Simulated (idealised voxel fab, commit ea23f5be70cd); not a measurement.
process module | voxel capacitor over wiring
cross-section cut | 300 nm wide | cells 5 nm
A cross-section is a grid of square cells, given in bands from the top down. A band is one or more rows of cells.
Each band's line starts with the height of the band's top and of its bottom, in nm. Then come its materials from left to right, each with its width in nm. One material with "throughout" fills the band from edge to edge. "air" is empty space.
Height 0 is the level under which the wafer as received is all one material. The lowest band goes on downwards, as in "0 down".
A width such as "30 to 40" changes by the same amount from each row of cells to the next, from the band's top row to its bottom row.
"no change" after a step means that no cell of the cross-section changed.
closed voids: empty space of 8 cells or more with no open way to the top, each as width x height at its distance from the left edge, in nm
after a step's settings: what the simulator itself notes on the step
overlay nm, on a step with a mask: how far to the right of its planned place the mask lay; to the left if negative
plan
1 op RECEIVE | material Si
2 op CONFORMAL_DEP | material SiO2 | thk nm 15
3 op DIRECTIONAL_DEP | material TiN | thk nm 5
4 op DIRECTIONAL_DEP | material W | thk nm 25
5 op PATTERN | tone cover | mask id METAL_1 | material resist | width nm 20 | pitch nm 85 | thk nm 20 | overlay nm 0
6 op DIRECTIONAL_ETCH | etch materials W | depth nm 25
7 op DIRECTIONAL_ETCH | etch materials TiN | depth nm 5
8 op STRIP | etch materials resist
9 op CONFORMAL_DEP | material SiN | thk nm 5
10 op FILL_DEP | material lowk | thk nm 10
11 op CMP | height nm 45
12 op CONFORMAL_DEP | material SiCN | thk nm 5
13 op DIRECTIONAL_DEP | material lowk | thk nm 15
14 op DIRECTIONAL_DEP | material aC | thk nm 10
15 op PATTERN | tone open | mask id PLUG_1 | material resist | width nm 15 | thk nm 30 | overlay nm 0
16 op DIRECTIONAL_ETCH | etch materials aC | depth nm 10
17 op STRIP | etch materials resist
18 op DIRECTIONAL_ETCH | etch materials lowk | depth nm 15
19 op DIRECTIONAL_ETCH | etch materials SiCN | depth nm 5
20 op STRIP | etch materials aC
21 op EPI | material Ru | thk nm 10
22 op EPI | material Ru | thk nm 10
23 op DIRECTIONAL_DEP | material TiN | thk nm 5
24 op DIRECTIONAL_DEP | material Al2O3 | thk nm 5
25 op DIRECTIONAL_DEP | material TiN | thk nm 10
26 op MASKED_ETCH | tone cover | mask id UPPER_PLATE | width nm 70 | etch materials TiN | depth nm 10 | overlay nm 0
27 op MASKED_ETCH | tone cover | mask id UPPER_PLATE | width nm 70 | etch materials Al2O3 | depth nm 5 | overlay nm 0
28 op DIRECTIONAL_DEP | material aC | thk nm 15
29 op PATTERN | tone cover | mask id LOWER_PLATE | material resist | width nm 80 | thk nm 30 | overlay nm 0
30 op DIRECTIONAL_ETCH | etch materials aC | depth nm 15
31 op STRIP | etch materials resist
32 op DIRECTIONAL_ETCH | etch materials TiN | depth nm 5
33 op STRIP | etch materials aC
34 op FILL_DEP | material SiO2 | thk nm 20
35 op CMP | height nm 100
36 op MASKED_ETCH | tone open | mask id PLUG_2 | width nm 15 | etch materials SiO2 | depth nm 15 | overlay nm 0
37 op CONFORMAL_DEP | material TiN | thk nm 5
38 op FILL_DEP | material Ru | thk nm 10
39 op CMP | height nm 100
40 op CONFORMAL_DEP | material SiN | thk nm 5
first wafer, as planned
as received, after step 1
  0 down: Si throughout
  closed voids: none
after step 2
  15 to 0: SiO2 throughout
  below 0: unchanged
after step 3
  20 to 15: TiN throughout
  below 15: unchanged
after step 4
  45 to 20: W throughout
  below 20: unchanged
after step 5
  65 to 45: air 95 | resist 20 | air 65 | resist 20 | air 100
  below 45: unchanged
after step 6
  65 to 45: air 95 | resist 20 | air 65 | resist 20 | air 100
  45 to 20: air 95 | W 20 | air 65 | W 20 | air 100
  below 20: unchanged
after step 7
  65 to 45: air 95 | resist 20 | air 65 | resist 20 | air 100
  45 to 20: air 95 | W 20 | air 65 | W 20 | air 100
  20 to 15: air 95 | TiN 20 | air 65 | TiN 20 | air 100
  below 15: unchanged
after step 8
  45 to 20: air 95 | W 20 | air 65 | W 20 | air 100
  below 20: unchanged
after step 9
  50 to 45: air 90 | SiN 30 | air 55 | SiN 30 | air 95
  45 to 20: air 90 | SiN 5 | W 20 | SiN 5 | air 55 | SiN 5 | W 20 | SiN 5 | air 95
  20 to 15: SiN 95 | TiN 20 | SiN 65 | TiN 20 | SiN 100
  below 15: unchanged
after step 10
  60 to 50: lowk throughout
  50 to 45: lowk 90 | SiN 30 | lowk 55 | SiN 30 | lowk 95
  45 to 20: lowk 90 | SiN 5 | W 20 | SiN 5 | lowk 55 | SiN 5 | W 20 | SiN 5 | lowk 95
  below 20: unchanged
after step 11
  45 to 20: lowk 90 | SiN 5 | W 20 | SiN 5 | lowk 55 | SiN 5 | W 20 | SiN 5 | lowk 95
  below 20: unchanged
after step 12
  50 to 45: SiCN throughout
  below 45: unchanged
after step 13
  65 to 50: lowk throughout
  below 50: unchanged
after step 14
  75 to 65: aC throughout
  below 65: unchanged
after step 15
  105 to 75: resist 100 | air 15 | resist 185
  below 75: unchanged
after step 16
  95 to 75: resist 100 | air 15 | resist 185
  75 to 65: aC 100 | air 15 | aC 185
  below 65: unchanged
after step 17
  75 to 65: aC 100 | air 15 | aC 185
  below 65: unchanged
after step 18
  75 to 65: aC 100 | air 15 | aC 185
  65 to 50: lowk 100 | air 15 | lowk 185
  below 50: unchanged
after step 19
  75 to 65: aC 100 | air 15 | aC 185
  65 to 50: lowk 100 | air 15 | lowk 185
  50 to 45: SiCN 100 | air 15 | SiCN 185
  below 45: unchanged
after step 20
  65 to 50: lowk 100 | air 15 | lowk 185
  below 50: unchanged
after step 21
  65 to 55: lowk 100 | air 15 | lowk 185
  55 to 50: lowk 100 | Ru 15 | lowk 185
  50 to 45: SiCN 100 | Ru 15 | SiCN 185
  below 45: unchanged
after step 22
  65 to 50: lowk 100 | Ru 15 | lowk 185
  below 50: unchanged
after step 23
  70 to 65: TiN throughout
  below 65: unchanged
after step 24
  75 to 70: Al2O3 throughout
  below 70: unchanged
after step 25
  85 to 75: TiN throughout
  below 75: unchanged
after step 26
  85 to 75: air 100 | TiN 70 | air 130
  below 75: unchanged
after step 27
  85 to 75: air 100 | TiN 70 | air 130
  75 to 70: air 100 | Al2O3 70 | air 130
  below 70: unchanged
after step 28
  100 to 85: air 100 | aC 70 | air 130
  85 to 75: aC 100 | TiN 70 | aC 130
  75 to 70: aC 100 | Al2O3 70 | aC 130
  below 70: unchanged
after step 29
  130 to 100: air 95 | resist 80 | air 125
  100 to 85: air 95 | resist 5 | aC 70 | resist 5 | air 125
  below 85: unchanged
after step 30
  115 to 100: air 95 | resist 80 | air 125
  100 to 85: air 95 | resist 5 | aC 70 | resist 5 | air 125
  85 to 75: air 95 | aC 5 | TiN 70 | aC 5 | air 125
  75 to 70: air 95 | aC 5 | Al2O3 70 | aC 5 | air 125
  below 70: unchanged
after step 31
  100 to 85: air 100 | aC 70 | air 130
  below 85: unchanged
after step 32
  100 to 85: air 100 | aC 70 | air 130
  85 to 75: air 95 | aC 5 | TiN 70 | aC 5 | air 125
  75 to 70: air 95 | aC 5 | Al2O3 70 | aC 5 | air 125
  70 to 65: air 95 | TiN 80 | air 125
  below 65: unchanged
after step 33
  85 to 75: air 100 | TiN 70 | air 130
  75 to 70: air 100 | Al2O3 70 | air 130
  below 70: unchanged
after step 34
  105 to 85: SiO2 throughout
  85 to 75: SiO2 100 | TiN 70 | SiO2 130
  75 to 70: SiO2 100 | Al2O3 70 | SiO2 130
  70 to 65: SiO2 95 | TiN 80 | SiO2 125
  below 65: unchanged
after step 35
  100 to 85: SiO2 throughout
  below 85: unchanged
after step 36
  100 to 85: SiO2 110 | air 15 | SiO2 175
  below 85: unchanged
after step 37
  105 to 100: TiN 115 | air 5 | TiN 180
  100 to 90: SiO2 110 | TiN 5 | air 5 | TiN 5 | SiO2 175
  90 to 85: SiO2 110 | TiN 15 | SiO2 175
  below 85: unchanged
after step 38
  115 to 105: Ru throughout
  105 to 100: TiN 115 | Ru 5 | TiN 180
  100 to 90: SiO2 110 | TiN 5 | Ru 5 | TiN 5 | SiO2 175
  below 90: unchanged
after step 39
  100 to 90: SiO2 110 | TiN 5 | Ru 5 | TiN 5 | SiO2 175
  below 90: unchanged
after step 40
  105 to 100: SiN throughout
  below 100: unchanged
second wafer: like start, like plan, one mistake. Through step 39 it matches the first wafer
when step 40 should have ended
  105 to 100: SiO2 throughout
  below 100: unchanged
what went wrong: step 40 ran as: op CONFORMAL_DEP | material SiO2 | thk nm 5
at the end the second wafer has, in cells: 60 fewer of SiN | 60 more of SiO2
